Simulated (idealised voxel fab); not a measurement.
Module name: voxel wiring stack (process module)
cross-section cut | 230 nm wide | cells 5 nm
The cross-sections in this document take the form of a grid made of square cells. They are written out as bands, in order from top to bottom. Each band consists of one or more rows of cells.
Heads up on the band format: heights come first, top then bottom, in nm. After that it's the materials left to right, each with its width in nm. A single material flagged "everywhere" fills the whole band edge to edge, and "air" means there's empty space there.
Ref level 0: as-received wafer is one material below here. Bottom band extends down with no lower bound ("0 down").
You'd read "30 to 40" like this: the band's top row of cells is as wide as the first number, its bottom row is as wide as the second, and going down, every row changes width by the same amount as the row before did.
Where the words "nothing changed" appear for a step, the cross-section shows no cell changed by that step; every cell remained as before.
The list in "Enclosed cavity list" covers empty spaces of 8 cells or more that cannot reach the top through any open way, and it gives each as width x height at distance; the distance is from the left edge, and width, height and distance are in nm.
Text after the settings on a step's line: the simulator's own remark on that step.
You can add "overlay nm" to a step's line. For a step with a mask, it describes how far the mask lay to the right of its planned position, and a negative number describes a lay to the left.

THE PLANNED PROCESS STEPS ARE ENUMERATED HEREUNDER
1,RECEIVE, material Si
2,CONFORMAL_DEP, material SiO2, thk nm 10
3,DIRECTIONAL_DEP, material TiN, thk nm 5
4,DIRECTIONAL_DEP, material W, thk nm 20
5,DIRECTIONAL_DEP, material aC, thk nm 15
6,PATTERN, tone cover, mask id METAL_1, material resist, width nm 30, pitch nm 50, thk nm 35, overlay nm 0
7,DIRECTIONAL_ETCH, etch materials aC, depth nm 15
8,STRIP, etch materials resist
9,DIRECTIONAL_ETCH, etch materials W, depth nm 20
10,DIRECTIONAL_ETCH, etch materials TiN, depth nm 5
11,STRIP, etch materials aC
12,FILL_DEP, material SiO2, thk nm 5
13,CMP, height nm 35
14,CONFORMAL_DEP, material SiCN, thk nm 5
15,DIRECTIONAL_DEP, material SiO2, thk nm 25
16,DIRECTIONAL_DEP, material aC, thk nm 15
17,PATTERN, tone open, mask id METAL_2, material resist, width nm 30, pitch nm 50, thk nm 35, overlay nm 0
18,DIRECTIONAL_ETCH, etch materials aC, depth nm 15
19,STRIP, etch materials resist
20,DIRECTIONAL_ETCH, etch materials SiO2, depth nm 15
21,STRIP, etch materials aC
22,PATTERN, tone open, mask id METAL_2_HOLES, material resist, width nm 15, pitch nm 50, thk nm 20, overlay nm 0
23,DIRECTIONAL_ETCH, etch materials SiO2, depth nm 10
24,DIRECTIONAL_ETCH, etch materials SiCN, depth nm 5
25,STRIP, etch materials resist
26,CONFORMAL_DEP, material TiN, thk nm 5
27,FILL_DEP, material Cu, thk nm 5
28,CMP, height nm 65
29,CONFORMAL_DEP, material SiCN, thk nm 5
30,DIRECTIONAL_DEP, material SiO2, thk nm 30
31,DIRECTIONAL_DEP, material aC, thk nm 10
32,PATTERN, tone open, mask id METAL_3_HOLES, material resist, width nm 15, pitch nm 50, thk nm 30, overlay nm 0
33,DIRECTIONAL_ETCH, etch materials aC, depth nm 10
34,STRIP, etch materials resist
35,DIRECTIONAL_ETCH, etch materials SiO2, depth nm 30
36,STRIP, etch materials aC
37,DIRECTIONAL_DEP, material aC, thk nm 15
38,PATTERN, tone open, mask id METAL_3, material resist, width nm 30, pitch nm 50, thk nm 35, overlay nm 0
39,DIRECTIONAL_ETCH, etch materials aC, depth nm 15
40,STRIP, etch materials resist
41,DIRECTIONAL_ETCH, etch materials SiO2, depth nm 20
42,DIRECTIONAL_ETCH, etch materials SiCN, depth nm 5
43,STRIP, etch materials aC
44,CONFORMAL_DEP, material TiN, thk nm 5
45,FILL_DEP, material Cu, thk nm 10
46,CMP, height nm 100
47,CONFORMAL_DEP, material SiN, thk nm 5

THE FIRST OF THE TWO WAFERS, WHICH RAN AS PLANNED

INCOMING WAFER IN CROSS-SECTION (STATE: AFTER STEP 1)
    0 down = Si everywhere
    Enclosed cavity list: none

CROSS-SECTION: WAFER STATE AFTER STEP 2
    10 to 0 = SiO2 everywhere
    For the remainder of the cross-section, below 0, there is no change.

CROSS-SECTION: WAFER STATE AFTER STEP 3
    15 to 10 = TiN everywhere
    For the remainder of the cross-section, below 10, there is no change.

CROSS-SECTION: WAFER STATE AFTER STEP 4
    35 to 15 = W everywhere
    For the remainder of the cross-section, below 15, there is no change.

CROSS-SECTION: WAFER STATE AFTER STEP 5
    50 to 35 = aC everywhere
    For the remainder of the cross-section, below 35, there is no change.

CROSS-SECTION: WAFER STATE AFTER STEP 6
    85 to 50 = air 75 nm, then resist 30 nm, then air 20 nm, then resist 30 nm, then air 75 nm
    For the remainder of the cross-section, below 50, there is no change.

CROSS-SECTION: WAFER STATE AFTER STEP 7
    70 to 50 = air 75 nm, then resist 30 nm, then air 20 nm, then resist 30 nm, then air 75 nm
    50 to 35 = air 75 nm, then aC 30 nm, then air 20 nm, then aC 30 nm, then air 75 nm
    For the remainder of the cross-section, below 35, there is no change.

CROSS-SECTION: WAFER STATE AFTER STEP 8
    50 to 35 = air 75 nm, then aC 30 nm, then air 20 nm, then aC 30 nm, then air 75 nm
    For the remainder of the cross-section, below 35, there is no change.

CROSS-SECTION: WAFER STATE AFTER STEP 9
    50 to 35 = air 75 nm, then aC 30 nm, then air 20 nm, then aC 30 nm, then air 75 nm
    35 to 15 = air 75 nm, then W 30 nm, then air 20 nm, then W 30 nm, then air 75 nm
    For the remainder of the cross-section, below 15, there is no change.

CROSS-SECTION: WAFER STATE AFTER STEP 10
    50 to 35 = air 75 nm, then aC 30 nm, then air 20 nm, then aC 30 nm, then air 75 nm
    35 to 15 = air 75 nm, then W 30 nm, then air 20 nm, then W 30 nm, then air 75 nm
    15 to 10 = air 75 nm, then TiN 30 nm, then air 20 nm, then TiN 30 nm, then air 75 nm
    For the remainder of the cross-section, below 10, there is no change.

CROSS-SECTION: WAFER STATE AFTER STEP 11
    35 to 15 = air 75 nm, then W 30 nm, then air 20 nm, then W 30 nm, then air 75 nm
    For the remainder of the cross-section, below 15, there is no change.

CROSS-SECTION: WAFER STATE AFTER STEP 12
    40 to 35 = SiO2 everywhere
    35 to 15 = SiO2 75 nm, then W 30 nm, then SiO2 20 nm, then W 30 nm, then SiO2 75 nm
    15 to 10 = SiO2 75 nm, then TiN 30 nm, then SiO2 20 nm, then TiN 30 nm, then SiO2 75 nm
    For the remainder of the cross-section, below 10, there is no change.

CROSS-SECTION: WAFER STATE AFTER STEP 13
    35 to 15 = SiO2 75 nm, then W 30 nm, then SiO2 20 nm, then W 30 nm, then SiO2 75 nm
    For the remainder of the cross-section, below 15, there is no change.

CROSS-SECTION: WAFER STATE AFTER STEP 14
    40 to 35 = SiCN everywhere
    For the remainder of the cross-section, below 35, there is no change.

CROSS-SECTION: WAFER STATE AFTER STEP 15
    65 to 40 = SiO2 everywhere
    For the remainder of the cross-section, below 40, there is no change.

CROSS-SECTION: WAFER STATE AFTER STEP 16
    80 to 65 = aC everywhere
    For the remainder of the cross-section, below 65, there is no change.

CROSS-SECTION: WAFER STATE AFTER STEP 17
    115 to 80 = resist 75 nm, then air 30 nm, then resist 20 nm, then air 30 nm, then resist 75 nm
    For the remainder of the cross-section, below 80, there is no change.

CROSS-SECTION: WAFER STATE AFTER STEP 18
    100 to 80 = resist 75 nm, then air 30 nm, then resist 20 nm, then air 30 nm, then resist 75 nm
    80 to 65 = aC 75 nm, then air 30 nm, then aC 20 nm, then air 30 nm, then aC 75 nm
    For the remainder of the cross-section, below 65, there is no change.

CROSS-SECTION: WAFER STATE AFTER STEP 19
    80 to 65 = aC 75 nm, then air 30 nm, then aC 20 nm, then air 30 nm, then aC 75 nm
    For the remainder of the cross-section, below 65, there is no change.

CROSS-SECTION: WAFER STATE AFTER STEP 20
    80 to 65 = aC 75 nm, then air 30 nm, then aC 20 nm, then air 30 nm, then aC 75 nm
    65 to 50 = SiO2 75 nm, then air 30 nm, then SiO2 20 nm, then air 30 nm, then SiO2 75 nm
    For the remainder of the cross-section, below 50, there is no change.

CROSS-SECTION: WAFER STATE AFTER STEP 21
    65 to 50 = SiO2 75 nm, then air 30 nm, then SiO2 20 nm, then air 30 nm, then SiO2 75 nm
    For the remainder of the cross-section, below 50, there is no change.

CROSS-SECTION: WAFER STATE AFTER STEP 22
    85 to 65 = resist 75 nm, then air 15 nm, then resist 35 nm, then air 15 nm, then resist 90 nm
    65 to 50 = SiO2 75 nm, then air 15 nm, then resist 15 nm, then SiO2 20 nm, then air 15 nm, then resist 15 nm, then SiO2 75 nm
    For the remainder of the cross-section, below 50, there is no change.

CROSS-SECTION: WAFER STATE AFTER STEP 23
    85 to 65 = resist 75 nm, then air 15 nm, then resist 35 nm, then air 15 nm, then resist 90 nm
    65 to 50 = SiO2 75 nm, then air 15 nm, then resist 15 nm, then SiO2 20 nm, then air 15 nm, then resist 15 nm, then SiO2 75 nm
    50 to 40 = SiO2 75 nm, then air 15 nm, then SiO2 35 nm, then air 15 nm, then SiO2 90 nm
    For the remainder of the cross-section, below 40, there is no change.

CROSS-SECTION: WAFER STATE AFTER STEP 24
    85 to 65 = resist 75 nm, then air 15 nm, then resist 35 nm, then air 15 nm, then resist 90 nm
    65 to 50 = SiO2 75 nm, then air 15 nm, then resist 15 nm, then SiO2 20 nm, then air 15 nm, then resist 15 nm, then SiO2 75 nm
    50 to 40 = SiO2 75 nm, then air 15 nm, then SiO2 35 nm, then air 15 nm, then SiO2 90 nm
    40 to 35 = SiCN 75 nm, then air 15 nm, then SiCN 35 nm, then air 15 nm, then SiCN 90 nm
    For the remainder of the cross-section, below 35, there is no change.

CROSS-SECTION: WAFER STATE AFTER STEP 25
    65 to 50 = SiO2 75 nm, then air 30 nm, then SiO2 20 nm, then air 30 nm, then SiO2 75 nm
    For the remainder of the cross-section, below 50, there is no change.

CROSS-SECTION: WAFER STATE AFTER STEP 26
    70 to 65 = TiN 80 nm, then air 20 nm, then TiN 30 nm, then air 20 nm, then TiN 80 nm
    65 to 55 = SiO2 75 nm, then TiN 5 nm, then air 20 nm, then TiN 5 nm, then SiO2 20 nm, then TiN 5 nm, then air 20 nm, then TiN 5 nm, then SiO2 75 nm
    55 to 50 = SiO2 75 nm, then TiN 5 nm, then air 5 nm, then TiN 20 nm, then SiO2 20 nm, then TiN 5 nm, then air 5 nm, then TiN 20 nm, then SiO2 75 nm
    50 to 40 = SiO2 75 nm, then TiN 5 nm, then air 5 nm, then TiN 5 nm, then SiO2 35 nm, then TiN 5 nm, then air 5 nm, then TiN 5 nm, then SiO2 90 nm
    40 to 35 = SiCN 75 nm, then TiN 15 nm, then SiCN 35 nm, then TiN 15 nm, then SiCN 90 nm
    For the remainder of the cross-section, below 35, there is no change.

CROSS-SECTION: WAFER STATE AFTER STEP 27
    75 to 70 = Cu everywhere
    70 to 65 = TiN 80 nm, then Cu 20 nm, then TiN 30 nm, then Cu 20 nm, then TiN 80 nm
    65 to 55 = SiO2 75 nm, then TiN 5 nm, then Cu 20 nm, then TiN 5 nm, then SiO2 20 nm, then TiN 5 nm, then Cu 20 nm, then TiN 5 nm, then SiO2 75 nm
    55 to 50 = SiO2 75 nm, then TiN 5 nm, then Cu 5 nm, then TiN 20 nm, then SiO2 20 nm, then TiN 5 nm, then Cu 5 nm, then TiN 20 nm, then SiO2 75 nm
    50 to 40 = SiO2 75 nm, then TiN 5 nm, then Cu 5 nm, then TiN 5 nm, then SiO2 35 nm, then TiN 5 nm, then Cu 5 nm, then TiN 5 nm, then SiO2 90 nm
    For the remainder of the cross-section, below 40, there is no change.

CROSS-SECTION: WAFER STATE AFTER STEP 28
    65 to 55 = SiO2 75 nm, then TiN 5 nm, then Cu 20 nm, then TiN 5 nm, then SiO2 20 nm, then TiN 5 nm, then Cu 20 nm, then TiN 5 nm, then SiO2 75 nm
    For the remainder of the cross-section, below 55, there is no change.

CROSS-SECTION: WAFER STATE AFTER STEP 29
    70 to 65 = SiCN everywhere
    For the remainder of the cross-section, below 65, there is no change.

CROSS-SECTION: WAFER STATE AFTER STEP 30
    100 to 70 = SiO2 everywhere
    For the remainder of the cross-section, below 70, there is no change.

CROSS-SECTION: WAFER STATE AFTER STEP 31
    110 to 100 = aC everywhere
    For the remainder of the cross-section, below 100, there is no change.

CROSS-SECTION: WAFER STATE AFTER STEP 32
    140 to 110 = resist 75 nm, then air 15 nm, then resist 35 nm, then air 15 nm, then resist 90 nm
    For the remainder of the cross-section, below 110, there is no change.

CROSS-SECTION: WAFER STATE AFTER STEP 33
    130 to 110 = resist 75 nm, then air 15 nm, then resist 35 nm, then air 15 nm, then resist 90 nm
    110 to 100 = aC 75 nm, then air 15 nm, then aC 35 nm, then air 15 nm, then aC 90 nm
    For the remainder of the cross-section, below 100, there is no change.

CROSS-SECTION: WAFER STATE AFTER STEP 34
    110 to 100 = aC 75 nm, then air 15 nm, then aC 35 nm, then air 15 nm, then aC 90 nm
    For the remainder of the cross-section, below 100, there is no change.

CROSS-SECTION: WAFER STATE AFTER STEP 35
    110 to 100 = aC 75 nm, then air 15 nm, then aC 35 nm, then air 15 nm, then aC 90 nm
    100 to 70 = SiO2 75 nm, then air 15 nm, then SiO2 35 nm, then air 15 nm, then SiO2 90 nm
    For the remainder of the cross-section, below 70, there is no change.

CROSS-SECTION: WAFER STATE AFTER STEP 36
    100 to 70 = SiO2 75 nm, then air 15 nm, then SiO2 35 nm, then air 15 nm, then SiO2 90 nm
    For the remainder of the cross-section, below 70, there is no change.

CROSS-SECTION: WAFER STATE AFTER STEP 37
    115 to 100 = aC 75 nm, then air 15 nm, then aC 35 nm, then air 15 nm, then aC 90 nm
    100 to 85 = SiO2 75 nm, then air 15 nm, then SiO2 35 nm, then air 15 nm, then SiO2 90 nm
    85 to 70 = SiO2 75 nm, then aC 15 nm, then SiO2 35 nm, then aC 15 nm, then SiO2 90 nm
    For the remainder of the cross-section, below 70, there is no change.

CROSS-SECTION: WAFER STATE AFTER STEP 38
    150 to 115 = resist 75 nm, then air 30 nm, then resist 20 nm, then air 30 nm, then resist 75 nm
    For the remainder of the cross-section, below 115, there is no change.

CROSS-SECTION: WAFER STATE AFTER STEP 39
    135 to 115 = resist 75 nm, then air 30 nm, then resist 20 nm, then air 30 nm, then resist 75 nm
    115 to 100 = aC 75 nm, then air 30 nm, then aC 20 nm, then air 30 nm, then aC 75 nm
    100 to 70 = SiO2 75 nm, then air 15 nm, then SiO2 35 nm, then air 15 nm, then SiO2 90 nm
    For the remainder of the cross-section, below 70, there is no change.

CROSS-SECTION: WAFER STATE AFTER STEP 40
    115 to 100 = aC 75 nm, then air 30 nm, then aC 20 nm, then air 30 nm, then aC 75 nm
    For the remainder of the cross-section, below 100, there is no change.

CROSS-SECTION: WAFER STATE AFTER STEP 41
    115 to 100 = aC 75 nm, then air 30 nm, then aC 20 nm, then air 30 nm, then aC 75 nm
    100 to 80 = SiO2 75 nm, then air 30 nm, then SiO2 20 nm, then air 30 nm, then SiO2 75 nm
    For the remainder of the cross-section, below 80, there is no change.

CROSS-SECTION: WAFER STATE AFTER STEP 42
    115 to 100 = aC 75 nm, then air 30 nm, then aC 20 nm, then air 30 nm, then aC 75 nm
    100 to 80 = SiO2 75 nm, then air 30 nm, then SiO2 20 nm, then air 30 nm, then SiO2 75 nm
    80 to 70 = SiO2 75 nm, then air 15 nm, then SiO2 35 nm, then air 15 nm, then SiO2 90 nm
    70 to 65 = SiCN 75 nm, then air 15 nm, then SiCN 35 nm, then air 15 nm, then SiCN 90 nm
    For the remainder of the cross-section, below 65, there is no change.

CROSS-SECTION: WAFER STATE AFTER STEP 43
    100 to 80 = SiO2 75 nm, then air 30 nm, then SiO2 20 nm, then air 30 nm, then SiO2 75 nm
    For the remainder of the cross-section, below 80, there is no change.

CROSS-SECTION: WAFER STATE AFTER STEP 44
    105 to 100 = TiN 80 nm, then air 20 nm, then TiN 30 nm, then air 20 nm, then TiN 80 nm
    100 to 85 = SiO2 75 nm, then TiN 5 nm, then air 20 nm, then TiN 5 nm, then SiO2 20 nm, then TiN 5 nm, then air 20 nm, then TiN 5 nm, then SiO2 75 nm
    85 to 80 = SiO2 75 nm, then TiN 5 nm, then air 5 nm, then TiN 20 nm, then SiO2 20 nm, then TiN 5 nm, then air 5 nm, then TiN 20 nm, then SiO2 75 nm
    80 to 70 = SiO2 75 nm, then TiN 5 nm, then air 5 nm, then TiN 5 nm, then SiO2 35 nm, then TiN 5 nm, then air 5 nm, then TiN 5 nm, then SiO2 90 nm
    70 to 65 = SiCN 75 nm, then TiN 15 nm, then SiCN 35 nm, then TiN 15 nm, then SiCN 90 nm
    For the remainder of the cross-section, below 65, there is no change.

CROSS-SECTION: WAFER STATE AFTER STEP 45
    115 to 105 = Cu everywhere
    105 to 100 = TiN 80 nm, then Cu 20 nm, then TiN 30 nm, then Cu 20 nm, then TiN 80 nm
    100 to 85 = SiO2 75 nm, then TiN 5 nm, then Cu 20 nm, then TiN 5 nm, then SiO2 20 nm, then TiN 5 nm, then Cu 20 nm, then TiN 5 nm, then SiO2 75 nm
    85 to 80 = SiO2 75 nm, then TiN 5 nm, then Cu 5 nm, then TiN 20 nm, then SiO2 20 nm, then TiN 5 nm, then Cu 5 nm, then TiN 20 nm, then SiO2 75 nm
    80 to 70 = SiO2 75 nm, then TiN 5 nm, then Cu 5 nm, then TiN 5 nm, then SiO2 35 nm, then TiN 5 nm, then Cu 5 nm, then TiN 5 nm, then SiO2 90 nm
    For the remainder of the cross-section, below 70, there is no change.

CROSS-SECTION: WAFER STATE AFTER STEP 46
    100 to 85 = SiO2 75 nm, then TiN 5 nm, then Cu 20 nm, then TiN 5 nm, then SiO2 20 nm, then TiN 5 nm, then Cu 20 nm, then TiN 5 nm, then SiO2 75 nm
    For the remainder of the cross-section, below 85, there is no change.

CROSS-SECTION: WAFER STATE AFTER STEP 47
    105 to 100 = SiN everywhere
    For the remainder of the cross-section, below 100, there is no change.

IT IS TO BE NOTED THAT THE SECOND WAFER PROCEEDED FROM THE SAME INITIAL STATE AND ACCORDING TO THE SAME PLAN AS THE FIRST, ALTHOUGH ONE MISTAKE WAS COMMITTED IN ITS EXECUTION; THROUGH STEP 16, INCLUSIVE, THE TWO WAFERS SHARE AN IDENTICAL HISTORY

LOOK AT THE SECOND WAFER IN CROSS-SECTION AT THE TIME STEP 17 OUGHT TO HAVE FINISHED
    115 to 80 = air 75 nm, then resist 30 nm, then air 20 nm, then resist 30 nm, then air 75 nm
    For the remainder of the cross-section, below 80, there is no change.

LOOK AT THE SECOND WAFER IN CROSS-SECTION AT THE TIME STEP 18 OUGHT TO HAVE FINISHED
    100 to 80 = air 75 nm, then resist 30 nm, then air 20 nm, then resist 30 nm, then air 75 nm
    80 to 65 = air 75 nm, then aC 30 nm, then air 20 nm, then aC 30 nm, then air 75 nm
    For the remainder of the cross-section, below 65, there is no change.

LOOK AT THE SECOND WAFER IN CROSS-SECTION AT THE TIME STEP 19 OUGHT TO HAVE FINISHED
    80 to 65 = air 75 nm, then aC 30 nm, then air 20 nm, then aC 30 nm, then air 75 nm
    For the remainder of the cross-section, below 65, there is no change.

LOOK AT THE SECOND WAFER IN CROSS-SECTION AT THE TIME STEP 20 OUGHT TO HAVE FINISHED
    80 to 65 = air 75 nm, then aC 30 nm, then air 20 nm, then aC 30 nm, then air 75 nm
    65 to 50 = air 75 nm, then SiO2 30 nm, then air 20 nm, then SiO2 30 nm, then air 75 nm
    For the remainder of the cross-section, below 50, there is no change.

LOOK AT THE SECOND WAFER IN CROSS-SECTION AT THE TIME STEP 21 OUGHT TO HAVE FINISHED
    65 to 50 = air 75 nm, then SiO2 30 nm, then air 20 nm, then SiO2 30 nm, then air 75 nm
    For the remainder of the cross-section, below 50, there is no change.

LOOK AT THE SECOND WAFER IN CROSS-SECTION AT THE TIME STEP 22 OUGHT TO HAVE FINISHED
    85 to 65 = resist 75 nm, then air 15 nm, then resist 35 nm, then air 15 nm, then resist 90 nm
    65 to 50 = resist 75 nm, then SiO2 30 nm, then resist 20 nm, then SiO2 30 nm, then resist 75 nm
    For the remainder of the cross-section, below 50, there is no change.

LOOK AT THE SECOND WAFER IN CROSS-SECTION AT THE TIME STEP 23 OUGHT TO HAVE FINISHED
    85 to 65 = resist 75 nm, then air 15 nm, then resist 35 nm, then air 15 nm, then resist 90 nm
    65 to 55 = resist 75 nm, then air 15 nm, then SiO2 15 nm, then resist 20 nm, then air 15 nm, then SiO2 15 nm, then resist 75 nm
    For the remainder of the cross-section, below 55, there is no change.

Look at the second wafer in cross-section at the time step 24 ought to have finished: nothing changed

LOOK AT THE SECOND WAFER IN CROSS-SECTION AT THE TIME STEP 25 OUGHT TO HAVE FINISHED
    65 to 55 = air 90 nm, then SiO2 15 nm, then air 35 nm, then SiO2 15 nm, then air 75 nm
    55 to 50 = air 75 nm, then SiO2 30 nm, then air 20 nm, then SiO2 30 nm, then air 75 nm
    For the remainder of the cross-section, below 50, there is no change.

LOOK AT THE SECOND WAFER IN CROSS-SECTION AT THE TIME STEP 26 OUGHT TO HAVE FINISHED
    70 to 65 = air 85 nm, then TiN 25 nm, then air 25 nm, then TiN 25 nm, then air 70 nm
    65 to 55 = air 85 to 70 nm, then TiN 5 to 20 nm, then SiO2 15 nm, then TiN 5 nm, then air 25 to 10 nm, then TiN 5 to 20 nm, then SiO2 15 nm, then TiN 5 nm, then air 70 nm
    55 to 50 = TiN 75 nm, then SiO2 30 nm, then TiN 20 nm, then SiO2 30 nm, then TiN 75 nm
    For the remainder of the cross-section, below 50, there is no change.

LOOK AT THE SECOND WAFER IN CROSS-SECTION AT THE TIME STEP 27 OUGHT TO HAVE FINISHED
    75 to 70 = Cu everywhere
    70 to 65 = Cu 85 nm, then TiN 25 nm, then Cu 25 nm, then TiN 25 nm, then Cu 70 nm
    65 to 55 = Cu 85 to 70 nm, then TiN 5 to 20 nm, then SiO2 15 nm, then TiN 5 nm, then Cu 25 to 10 nm, then TiN 5 to 20 nm, then SiO2 15 nm, then TiN 5 nm, then Cu 70 nm
    For the remainder of the cross-section, below 55, there is no change.

LOOK AT THE SECOND WAFER IN CROSS-SECTION AT THE TIME STEP 28 OUGHT TO HAVE FINISHED
    65 to 55 = Cu 85 to 70 nm, then TiN 5 to 20 nm, then SiO2 15 nm, then TiN 5 nm, then Cu 25 to 10 nm, then TiN 5 to 20 nm, then SiO2 15 nm, then TiN 5 nm, then Cu 70 nm
    For the remainder of the cross-section, below 55, there is no change.

LOOK AT THE SECOND WAFER IN CROSS-SECTION AT THE TIME STEP 29 OUGHT TO HAVE FINISHED
    70 to 65 = SiCN everywhere
    For the remainder of the cross-section, below 65, there is no change.

LOOK AT THE SECOND WAFER IN CROSS-SECTION AT THE TIME STEP 30 OUGHT TO HAVE FINISHED
    100 to 70 = SiO2 everywhere
    For the remainder of the cross-section, below 70, there is no change.

LOOK AT THE SECOND WAFER IN CROSS-SECTION AT THE TIME STEP 31 OUGHT TO HAVE FINISHED
    110 to 100 = aC everywhere
    For the remainder of the cross-section, below 100, there is no change.

LOOK AT THE SECOND WAFER IN CROSS-SECTION AT THE TIME STEP 32 OUGHT TO HAVE FINISHED
    140 to 110 = resist 75 nm, then air 15 nm, then resist 35 nm, then air 15 nm, then resist 90 nm
    For the remainder of the cross-section, below 110, there is no change.

LOOK AT THE SECOND WAFER IN CROSS-SECTION AT THE TIME STEP 33 OUGHT TO HAVE FINISHED
    130 to 110 = resist 75 nm, then air 15 nm, then resist 35 nm, then air 15 nm, then resist 90 nm
    110 to 100 = aC 75 nm, then air 15 nm, then aC 35 nm, then air 15 nm, then aC 90 nm
    For the remainder of the cross-section, below 100, there is no change.

LOOK AT THE SECOND WAFER IN CROSS-SECTION AT THE TIME STEP 34 OUGHT TO HAVE FINISHED
    110 to 100 = aC 75 nm, then air 15 nm, then aC 35 nm, then air 15 nm, then aC 90 nm
    For the remainder of the cross-section, below 100, there is no change.

LOOK AT THE SECOND WAFER IN CROSS-SECTION AT THE TIME STEP 35 OUGHT TO HAVE FINISHED
    110 to 100 = aC 75 nm, then air 15 nm, then aC 35 nm, then air 15 nm, then aC 90 nm
    100 to 70 = SiO2 75 nm, then air 15 nm, then SiO2 35 nm, then air 15 nm, then SiO2 90 nm
    For the remainder of the cross-section, below 70, there is no change.

LOOK AT THE SECOND WAFER IN CROSS-SECTION AT THE TIME STEP 36 OUGHT TO HAVE FINISHED
    100 to 70 = SiO2 75 nm, then air 15 nm, then SiO2 35 nm, then air 15 nm, then SiO2 90 nm
    For the remainder of the cross-section, below 70, there is no change.

LOOK AT THE SECOND WAFER IN CROSS-SECTION AT THE TIME STEP 37 OUGHT TO HAVE FINISHED
    115 to 100 = aC 75 nm, then air 15 nm, then aC 35 nm, then air 15 nm, then aC 90 nm
    100 to 85 = SiO2 75 nm, then air 15 nm, then SiO2 35 nm, then air 15 nm, then SiO2 90 nm
    85 to 70 = SiO2 75 nm, then aC 15 nm, then SiO2 35 nm, then aC 15 nm, then SiO2 90 nm
    For the remainder of the cross-section, below 70, there is no change.

LOOK AT THE SECOND WAFER IN CROSS-SECTION AT THE TIME STEP 38 OUGHT TO HAVE FINISHED
    150 to 115 = resist 75 nm, then air 30 nm, then resist 20 nm, then air 30 nm, then resist 75 nm
    For the remainder of the cross-section, below 115, there is no change.

LOOK AT THE SECOND WAFER IN CROSS-SECTION AT THE TIME STEP 39 OUGHT TO HAVE FINISHED
    135 to 115 = resist 75 nm, then air 30 nm, then resist 20 nm, then air 30 nm, then resist 75 nm
    115 to 100 = aC 75 nm, then air 30 nm, then aC 20 nm, then air 30 nm, then aC 75 nm
    100 to 70 = SiO2 75 nm, then air 15 nm, then SiO2 35 nm, then air 15 nm, then SiO2 90 nm
    For the remainder of the cross-section, below 70, there is no change.

LOOK AT THE SECOND WAFER IN CROSS-SECTION AT THE TIME STEP 40 OUGHT TO HAVE FINISHED
    115 to 100 = aC 75 nm, then air 30 nm, then aC 20 nm, then air 30 nm, then aC 75 nm
    For the remainder of the cross-section, below 100, there is no change.

LOOK AT THE SECOND WAFER IN CROSS-SECTION AT THE TIME STEP 41 OUGHT TO HAVE FINISHED
    115 to 100 = aC 75 nm, then air 30 nm, then aC 20 nm, then air 30 nm, then aC 75 nm
    100 to 80 = SiO2 75 nm, then air 30 nm, then SiO2 20 nm, then air 30 nm, then SiO2 75 nm
    For the remainder of the cross-section, below 80, there is no change.

LOOK AT THE SECOND WAFER IN CROSS-SECTION AT THE TIME STEP 42 OUGHT TO HAVE FINISHED
    115 to 100 = aC 75 nm, then air 30 nm, then aC 20 nm, then air 30 nm, then aC 75 nm
    100 to 80 = SiO2 75 nm, then air 30 nm, then SiO2 20 nm, then air 30 nm, then SiO2 75 nm
    80 to 70 = SiO2 75 nm, then air 15 nm, then SiO2 35 nm, then air 15 nm, then SiO2 90 nm
    70 to 65 = SiCN 75 nm, then air 15 nm, then SiCN 35 nm, then air 15 nm, then SiCN 90 nm
    For the remainder of the cross-section, below 65, there is no change.

LOOK AT THE SECOND WAFER IN CROSS-SECTION AT THE TIME STEP 43 OUGHT TO HAVE FINISHED
    100 to 80 = SiO2 75 nm, then air 30 nm, then SiO2 20 nm, then air 30 nm, then SiO2 75 nm
    For the remainder of the cross-section, below 80, there is no change.

LOOK AT THE SECOND WAFER IN CROSS-SECTION AT THE TIME STEP 44 OUGHT TO HAVE FINISHED
    105 to 100 = TiN 80 nm, then air 20 nm, then TiN 30 nm, then air 20 nm, then TiN 80 nm
    100 to 85 = SiO2 75 nm, then TiN 5 nm, then air 20 nm, then TiN 5 nm, then SiO2 20 nm, then TiN 5 nm, then air 20 nm, then TiN 5 nm, then SiO2 75 nm
    85 to 80 = SiO2 75 nm, then TiN 5 nm, then air 5 nm, then TiN 20 nm, then SiO2 20 nm, then TiN 5 nm, then air 5 nm, then TiN 20 nm, then SiO2 75 nm
    80 to 70 = SiO2 75 nm, then TiN 5 nm, then air 5 nm, then TiN 5 nm, then SiO2 35 nm, then TiN 5 nm, then air 5 nm, then TiN 5 nm, then SiO2 90 nm
    70 to 65 = SiCN 75 nm, then TiN 15 nm, then SiCN 35 nm, then TiN 15 nm, then SiCN 90 nm
    For the remainder of the cross-section, below 65, there is no change.

LOOK AT THE SECOND WAFER IN CROSS-SECTION AT THE TIME STEP 45 OUGHT TO HAVE FINISHED
    115 to 105 = Cu everywhere
    105 to 100 = TiN 80 nm, then Cu 20 nm, then TiN 30 nm, then Cu 20 nm, then TiN 80 nm
    100 to 85 = SiO2 75 nm, then TiN 5 nm, then Cu 20 nm, then TiN 5 nm, then SiO2 20 nm, then TiN 5 nm, then Cu 20 nm, then TiN 5 nm, then SiO2 75 nm
    85 to 80 = SiO2 75 nm, then TiN 5 nm, then Cu 5 nm, then TiN 20 nm, then SiO2 20 nm, then TiN 5 nm, then Cu 5 nm, then TiN 20 nm, then SiO2 75 nm
    80 to 70 = SiO2 75 nm, then TiN 5 nm, then Cu 5 nm, then TiN 5 nm, then SiO2 35 nm, then TiN 5 nm, then Cu 5 nm, then TiN 5 nm, then SiO2 90 nm
    For the remainder of the cross-section, below 70, there is no change.

LOOK AT THE SECOND WAFER IN CROSS-SECTION AT THE TIME STEP 46 OUGHT TO HAVE FINISHED
    100 to 85 = SiO2 75 nm, then TiN 5 nm, then Cu 20 nm, then TiN 5 nm, then SiO2 20 nm, then TiN 5 nm, then Cu 20 nm, then TiN 5 nm, then SiO2 75 nm
    For the remainder of the cross-section, below 85, there is no change.

LOOK AT THE SECOND WAFER IN CROSS-SECTION AT THE TIME STEP 47 OUGHT TO HAVE FINISHED
    105 to 100 = SiN everywhere
    For the remainder of the cross-section, below 100, there is no change.
Deviation noted in wafer processing: off-plan run, step 17, actual operation and settings PATTERN, tone cover, mask id METAL_2, material resist, width nm 30, pitch nm 50, thk nm 35, overlay nm 0
Final difference in cells, second wafer against first, listed per material as more or fewer: +44 Cu | +6 SiCN | -66 SiO2 | +16 TiN
